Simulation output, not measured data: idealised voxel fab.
The following is a process module called voxel capacitor over wiring.
The cross-section on display is named cut; it measures 165 nm wide, and its cells are 5 nm squares.
Cross-sections here: square-cell grids, written as top-down lists of bands, a band being one or more rows of cells. Heads up on the band format: heights come first, top then bottom, in nm. After that it's the materials left to right, each with its width in nm. A single material flagged "edge to edge" fills the whole band edge to edge, and "air" means there's empty space there. We count height from 0. Below that, the starting wafer is all one material. The lowest band never ends at the bottom but goes on down; see "0 down" for how that is written. Top row gets the first number, bottom row gets the second, and each row in between changes by the same step: that is how a band width like "30->40" works. It should be understood that the words "same as before", when stated for a given step, signify that the cross-section underwent no change in any of its cells during that step. Sealed void inventory: empty space of 8 cells or more with no open way to the top, each as width x height at its distance from the left edge, in nm. Where a step's line continues beyond its settings, the continuation is a remark by the simulator itself on that step. overlay nm, on a step with a mask: how far to the right of its planned place the mask lay; to the left if negative.
LIST OF PLANNED PROCESS STEPS
1 RECEIVE, material Si
2 CONFORMAL_DEP, material SiO2, thk nm 10
3 DIRECTIONAL_DEP, material TiN, thk nm 5
4 DIRECTIONAL_DEP, material W, thk nm 25
5 PATTERN, tone cover, mask id METAL_1, material resist, width nm 30, pitch nm 90, thk nm 20, overlay nm 0
6 DIRECTIONAL_ETCH, etch materials W, depth nm 25
7 DIRECTIONAL_ETCH, etch materials TiN, depth nm 5
8 STRIP, etch materials resist
9 FILL_DEP, material lowk, thk nm 10
10 CMP, height nm 40
11 CONFORMAL_DEP, material SiCN, thk nm 5
12 DIRECTIONAL_DEP, material lowk, thk nm 10
13 MASKED_ETCH, tone open, mask id PLUG_1, width nm 15, etch materials lowk, depth nm 10, overlay nm 0
14 MASKED_ETCH, tone open, mask id PLUG_1, width nm 15, etch materials SiCN, depth nm 5, overlay nm 0
15 CONFORMAL_DEP, material TiN, thk nm 5
16 FILL_DEP, material Ru, thk nm 5
17 CMP, height nm 55
18 DIRECTIONAL_DEP, material TiN, thk nm 10
19 DIRECTIONAL_DEP, material SiN, thk nm 5
20 DIRECTIONAL_DEP, material TiN, thk nm 10
21 DIRECTIONAL_DEP, material aC, thk nm 15
22 PATTERN, tone cover, mask id UPPER_PLATE, material resist, width nm 65, thk nm 35, overlay nm 0
23 DIRECTIONAL_ETCH, etch materials aC, depth nm 15
24 STRIP, etch materials resist
25 DIRECTIONAL_ETCH, etch materials TiN, depth nm 10
26 DIRECTIONAL_ETCH, etch materials SiN, depth nm 5
27 STRIP, etch materials aC
28 MASKED_ETCH, tone cover, mask id LOWER_PLATE, width nm 75, etch materials TiN, depth nm 10, overlay nm 0
29 FILL_DEP, material SiO2, thk nm 20
30 CMP, height nm 95
31 PATTERN, tone open, mask id PLUG_2, material resist, width nm 15, thk nm 20, overlay nm 0
32 DIRECTIONAL_ETCH, etch materials SiO2, depth nm 15
33 STRIP, etch materials resist
34 CONFORMAL_DEP, material TiN, thk nm 5
35 FILL_DEP, material Ru, thk nm 10
36 CMP, height nm 95
37 CONFORMAL_DEP, material SiN, thk nm 5
THE FIRST WAFER OF TWO, PROCESSED AS PLANNED
CROSS-SECTION, INCOMING MATERIAL, AFTER STEP 1
> 0 down: Si edge to edge
> Sealed void inventory: none
THE WAFER IN CROSS-SECTION ONCE STEP 2 IS COMPLETE
> 10 to 0: SiO2 edge to edge
> Under 0: no change, same as before.
THE WAFER IN CROSS-SECTION ONCE STEP 3 IS COMPLETE
> 15 to 10: TiN edge to edge
> Under 10: no change, same as before.
THE WAFER IN CROSS-SECTION ONCE STEP 4 IS COMPLETE
> 40 to 15: W edge to edge
> Under 15: no change, same as before.
THE WAFER IN CROSS-SECTION ONCE STEP 5 IS COMPLETE
> 60 to 40: 20 of air, 30 of resist, 60 of air, 30 of resist, 25 of air
> Under 40: no change, same as before.
THE WAFER IN CROSS-SECTION ONCE STEP 6 IS COMPLETE
> 60 to 40: 20 of air, 30 of resist, 60 of air, 30 of resist, 25 of air
> 40 to 15: 20 of air, 30 of W, 60 of air, 30 of W, 25 of air
> Under 15: no change, same as before.
THE WAFER IN CROSS-SECTION ONCE STEP 7 IS COMPLETE
> 60 to 40: 20 of air, 30 of resist, 60 of air, 30 of resist, 25 of air
> 40 to 15: 20 of air, 30 of W, 60 of air, 30 of W, 25 of air
> 15 to 10: 20 of air, 30 of TiN, 60 of air, 30 of TiN, 25 of air
> Under 10: no change, same as before.
THE WAFER IN CROSS-SECTION ONCE STEP 8 IS COMPLETE
> 40 to 15: 20 of air, 30 of W, 60 of air, 30 of W, 25 of air
> Under 15: no change, same as before.
THE WAFER IN CROSS-SECTION ONCE STEP 9 IS COMPLETE
> 50 to 40: lowk edge to edge
> 40 to 15: 20 of lowk, 30 of W, 60 of lowk, 30 of W, 25 of lowk
> 15 to 10: 20 of lowk, 30 of TiN, 60 of lowk, 30 of TiN, 25 of lowk
> Under 10: no change, same as before.
THE WAFER IN CROSS-SECTION ONCE STEP 10 IS COMPLETE
> 40 to 15: 20 of lowk, 30 of W, 60 of lowk, 30 of W, 25 of lowk
> Under 15: no change, same as before.
THE WAFER IN CROSS-SECTION ONCE STEP 11 IS COMPLETE
> 45 to 40: SiCN edge to edge
> Under 40: no change, same as before.
THE WAFER IN CROSS-SECTION ONCE STEP 12 IS COMPLETE
> 55 to 45: lowk edge to edge
> Under 45: no change, same as before.
THE WAFER IN CROSS-SECTION ONCE STEP 13 IS COMPLETE
> 55 to 45: 35 of lowk, 15 of air, 115 of lowk
> Under 45: no change, same as before.
THE WAFER IN CROSS-SECTION ONCE STEP 14 IS COMPLETE
> 55 to 45: 35 of lowk, 15 of air, 115 of lowk
> 45 to 40: 35 of SiCN, 15 of air, 115 of SiCN
> Under 40: no change, same as before.
THE WAFER IN CROSS-SECTION ONCE STEP 15 IS COMPLETE
> 60 to 55: 40 of TiN, 5 of air, 120 of TiN
> 55 to 45: 35 of lowk, 5 of TiN, 5 of air, 5 of TiN, 115 of lowk
> 45 to 40: 35 of SiCN, 15 of TiN, 115 of SiCN
> Under 40: no change, same as before.
THE WAFER IN CROSS-SECTION ONCE STEP 16 IS COMPLETE
> 65 to 60: Ru edge to edge
> 60 to 55: 40 of TiN, 5 of Ru, 120 of TiN
> 55 to 45: 35 of lowk, 5 of TiN, 5 of Ru, 5 of TiN, 115 of lowk
> Under 45: no change, same as before.
THE WAFER IN CROSS-SECTION ONCE STEP 17 IS COMPLETE
> 55 to 45: 35 of lowk, 5 of TiN, 5 of Ru, 5 of TiN, 115 of lowk
> Under 45: no change, same as before.
THE WAFER IN CROSS-SECTION ONCE STEP 18 IS COMPLETE
> 65 to 55: TiN edge to edge
> Under 55: no change, same as before.
THE WAFER IN CROSS-SECTION ONCE STEP 19 IS COMPLETE
> 70 to 65: SiN edge to edge
> Under 65: no change, same as before.
THE WAFER IN CROSS-SECTION ONCE STEP 20 IS COMPLETE
> 80 to 70: TiN edge to edge
> Under 70: no change, same as before.
THE WAFER IN CROSS-SECTION ONCE STEP 21 IS COMPLETE
> 95 to 80: aC edge to edge
> Under 80: no change, same as before.
THE WAFER IN CROSS-SECTION ONCE STEP 22 IS COMPLETE
> 130 to 95: 35 of air, 65 of resist, 65 of air
> Under 95: no change, same as before.
THE WAFER IN CROSS-SECTION ONCE STEP 23 IS COMPLETE
> 115 to 95: 35 of air, 65 of resist, 65 of air
> 95 to 80: 35 of air, 65 of aC, 65 of air
> Under 80: no change, same as before.
THE WAFER IN CROSS-SECTION ONCE STEP 24 IS COMPLETE
> 95 to 80: 35 of air, 65 of aC, 65 of air
> Under 80: no change, same as before.
THE WAFER IN CROSS-SECTION ONCE STEP 25 IS COMPLETE
> 95 to 80: 35 of air, 65 of aC, 65 of air
> 80 to 70: 35 of air, 65 of TiN, 65 of air
> Under 70: no change, same as before.
THE WAFER IN CROSS-SECTION ONCE STEP 26 IS COMPLETE
> 95 to 80: 35 of air, 65 of aC, 65 of air
> 80 to 70: 35 of air, 65 of TiN, 65 of air
> 70 to 65: 35 of air, 65 of SiN, 65 of air
> Under 65: no change, same as before.
THE WAFER IN CROSS-SECTION ONCE STEP 27 IS COMPLETE
> 80 to 70: 35 of air, 65 of TiN, 65 of air
> Under 70: no change, same as before.
THE WAFER IN CROSS-SECTION ONCE STEP 28 IS COMPLETE
> 80 to 70: 35 of air, 65 of TiN, 65 of air
> 70 to 65: 35 of air, 65 of SiN, 65 of air
> 65 to 55: 30 of air, 75 of TiN, 60 of air
> Under 55: no change, same as before.
THE WAFER IN CROSS-SECTION ONCE STEP 29 IS COMPLETE
> 100 to 80: SiO2 edge to edge
> 80 to 70: 35 of SiO2, 65 of TiN, 65 of SiO2
> 70 to 65: 35 of SiO2, 65 of SiN, 65 of SiO2
> 65 to 55: 30 of SiO2, 75 of TiN, 60 of SiO2
> Under 55: no change, same as before.
THE WAFER IN CROSS-SECTION ONCE STEP 30 IS COMPLETE
> 95 to 80: SiO2 edge to edge
> Under 80: no change, same as before.
THE WAFER IN CROSS-SECTION ONCE STEP 31 IS COMPLETE
> 115 to 95: 45 of resist, 15 of air, 105 of resist
> Under 95: no change, same as before.
THE WAFER IN CROSS-SECTION ONCE STEP 32 IS COMPLETE
> 115 to 95: 45 of resist, 15 of air, 105 of resist
> 95 to 80: 45 of SiO2, 15 of air, 105 of SiO2
> Under 80: no change, same as before.
THE WAFER IN CROSS-SECTION ONCE STEP 33 IS COMPLETE
> 95 to 80: 45 of SiO2, 15 of air, 105 of SiO2
> Under 80: no change, same as before.
THE WAFER IN CROSS-SECTION ONCE STEP 34 IS COMPLETE
> 100 to 95: 50 of TiN, 5 of air, 110 of TiN
> 95 to 85: 45 of SiO2, 5 of TiN, 5 of air, 5 of TiN, 105 of SiO2
> 85 to 80: 45 of SiO2, 15 of TiN, 105 of SiO2
> Under 80: no change, same as before.
THE WAFER IN CROSS-SECTION ONCE STEP 35 IS COMPLETE
> 110 to 100: Ru edge to edge
> 100 to 95: 50 of TiN, 5 of Ru, 110 of TiN
> 95 to 85: 45 of SiO2, 5 of TiN, 5 of Ru, 5 of TiN, 105 of SiO2
> Under 85: no change, same as before.
THE WAFER IN CROSS-SECTION ONCE STEP 36 IS COMPLETE
> 95 to 85: 45 of SiO2, 5 of TiN, 5 of Ru, 5 of TiN, 105 of SiO2
> Under 85: no change, same as before.
THE WAFER IN CROSS-SECTION ONCE STEP 37 IS COMPLETE
> 100 to 95: SiN edge to edge
> Under 95: no change, same as before.
SECOND OF TWO: SAME START, SAME PLAN, ONE RUN ERROR; STEPS UP TO AND INCLUDING 11 MATCH THE FIRST
What the second wafer looks like in cross-section when step 12 should have wrapped up: same as before
What the second wafer looks like in cross-section when step 13 should have wrapped up: same as before
WHAT THE SECOND WAFER LOOKS LIKE IN CROSS-SECTION WHEN STEP 14 SHOULD HAVE WRAPPED UP
> 45 to 40: 35 of SiCN, 15 of air, 115 of SiCN
> Under 40: no change, same as before.
WHAT THE SECOND WAFER LOOKS LIKE IN CROSS-SECTION WHEN STEP 15 SHOULD HAVE WRAPPED UP
> 50 to 45: 40 of TiN, 5 of air, 120 of TiN
> 45 to 40: 35 of SiCN, 15 of TiN, 115 of SiCN
> Under 40: no change, same as before.
WHAT THE SECOND WAFER LOOKS LIKE IN CROSS-SECTION WHEN STEP 16 SHOULD HAVE WRAPPED UP
> 55 to 50: Ru edge to edge
> 50 to 45: 40 of TiN, 5 of Ru, 120 of TiN
> Under 45: no change, same as before.
What the second wafer looks like in cross-section when step 17 should have wrapped up: same as before
WHAT THE SECOND WAFER LOOKS LIKE IN CROSS-SECTION WHEN STEP 18 SHOULD HAVE WRAPPED UP
> 65 to 55: TiN edge to edge
> Under 55: no change, same as before.
WHAT THE SECOND WAFER LOOKS LIKE IN CROSS-SECTION WHEN STEP 19 SHOULD HAVE WRAPPED UP
> 70 to 65: SiN edge to edge
> Under 65: no change, same as before.
WHAT THE SECOND WAFER LOOKS LIKE IN CROSS-SECTION WHEN STEP 20 SHOULD HAVE WRAPPED UP
> 80 to 70: TiN edge to edge
> Under 70: no change, same as before.
WHAT THE SECOND WAFER LOOKS LIKE IN CROSS-SECTION WHEN STEP 21 SHOULD HAVE WRAPPED UP
> 95 to 80: aC edge to edge
> Under 80: no change, same as before.
WHAT THE SECOND WAFER LOOKS LIKE IN CROSS-SECTION WHEN STEP 22 SHOULD HAVE WRAPPED UP
> 130 to 95: 35 of air, 65 of resist, 65 of air
> Under 95: no change, same as before.
WHAT THE SECOND WAFER LOOKS LIKE IN CROSS-SECTION WHEN STEP 23 SHOULD HAVE WRAPPED UP
> 115 to 95: 35 of air, 65 of resist, 65 of air
> 95 to 80: 35 of air, 65 of aC, 65 of air
> Under 80: no change, same as before.
WHAT THE SECOND WAFER LOOKS LIKE IN CROSS-SECTION WHEN STEP 24 SHOULD HAVE WRAPPED UP
> 95 to 80: 35 of air, 65 of aC, 65 of air
> Under 80: no change, same as before.
WHAT THE SECOND WAFER LOOKS LIKE IN CROSS-SECTION WHEN STEP 25 SHOULD HAVE WRAPPED UP
> 95 to 80: 35 of air, 65 of aC, 65 of air
> 80 to 70: 35 of air, 65 of TiN, 65 of air
> Under 70: no change, same as before.
WHAT THE SECOND WAFER LOOKS LIKE IN CROSS-SECTION WHEN STEP 26 SHOULD HAVE WRAPPED UP
> 95 to 80: 35 of air, 65 of aC, 65 of air
> 80 to 70: 35 of air, 65 of TiN, 65 of air
> 70 to 65: 35 of air, 65 of SiN, 65 of air
> Under 65: no change, same as before.
WHAT THE SECOND WAFER LOOKS LIKE IN CROSS-SECTION WHEN STEP 27 SHOULD HAVE WRAPPED UP
> 80 to 70: 35 of air, 65 of TiN, 65 of air
> Under 70: no change, same as before.
WHAT THE SECOND WAFER LOOKS LIKE IN CROSS-SECTION WHEN STEP 28 SHOULD HAVE WRAPPED UP
> 80 to 70: 35 of air, 65 of TiN, 65 of air
> 70 to 65: 35 of air, 65 of SiN, 65 of air
> 65 to 55: 30 of air, 75 of TiN, 60 of air
> Under 55: no change, same as before.
WHAT THE SECOND WAFER LOOKS LIKE IN CROSS-SECTION WHEN STEP 29 SHOULD HAVE WRAPPED UP
> 100 to 80: SiO2 edge to edge
> 80 to 70: 35 of SiO2, 65 of TiN, 65 of SiO2
> 70 to 65: 35 of SiO2, 65 of SiN, 65 of SiO2
> 65 to 55: 30 of SiO2, 75 of TiN, 60 of SiO2
> Under 55: no change, same as before.
WHAT THE SECOND WAFER LOOKS LIKE IN CROSS-SECTION WHEN STEP 30 SHOULD HAVE WRAPPED UP
> 95 to 80: SiO2 edge to edge
> Under 80: no change, same as before.
WHAT THE SECOND WAFER LOOKS LIKE IN CROSS-SECTION WHEN STEP 31 SHOULD HAVE WRAPPED UP
> 115 to 95: 45 of resist, 15 of air, 105 of resist
> Under 95: no change, same as before.
WHAT THE SECOND WAFER LOOKS LIKE IN CROSS-SECTION WHEN STEP 32 SHOULD HAVE WRAPPED UP
> 115 to 95: 45 of resist, 15 of air, 105 of resist
> 95 to 80: 45 of SiO2, 15 of air, 105 of SiO2
> Under 80: no change, same as before.
WHAT THE SECOND WAFER LOOKS LIKE IN CROSS-SECTION WHEN STEP 33 SHOULD HAVE WRAPPED UP
> 95 to 80: 45 of SiO2, 15 of air, 105 of SiO2
> Under 80: no change, same as before.
WHAT THE SECOND WAFER LOOKS LIKE IN CROSS-SECTION WHEN STEP 34 SHOULD HAVE WRAPPED UP
> 100 to 95: 50 of TiN, 5 of air, 110 of TiN
> 95 to 85: 45 of SiO2, 5 of TiN, 5 of air, 5 of TiN, 105 of SiO2
> 85 to 80: 45 of SiO2, 15 of TiN, 105 of SiO2
> Under 80: no change, same as before.
WHAT THE SECOND WAFER LOOKS LIKE IN CROSS-SECTION WHEN STEP 35 SHOULD HAVE WRAPPED UP
> 110 to 100: Ru edge to edge
> 100 to 95: 50 of TiN, 5 of Ru, 110 of TiN
> 95 to 85: 45 of SiO2, 5 of TiN, 5 of Ru, 5 of TiN, 105 of SiO2
> Under 85: no change, same as before.
WHAT THE SECOND WAFER LOOKS LIKE IN CROSS-SECTION WHEN STEP 36 SHOULD HAVE WRAPPED UP
> 95 to 85: 45 of SiO2, 5 of TiN, 5 of Ru, 5 of TiN, 105 of SiO2
> Under 85: no change, same as before.
WHAT THE SECOND WAFER LOOKS LIKE IN CROSS-SECTION WHEN STEP 37 SHOULD HAVE WRAPPED UP
> 100 to 95: SiN edge to edge
> Under 95: no change, same as before.
Finding, execution versus plan: step 12 of the plan never got run, it was skipped over
Final comparison by cell count, materials where the second wafer has more or fewer than the first: Ru: 32 more, TiN: 28 more, lowk: 60 fewer
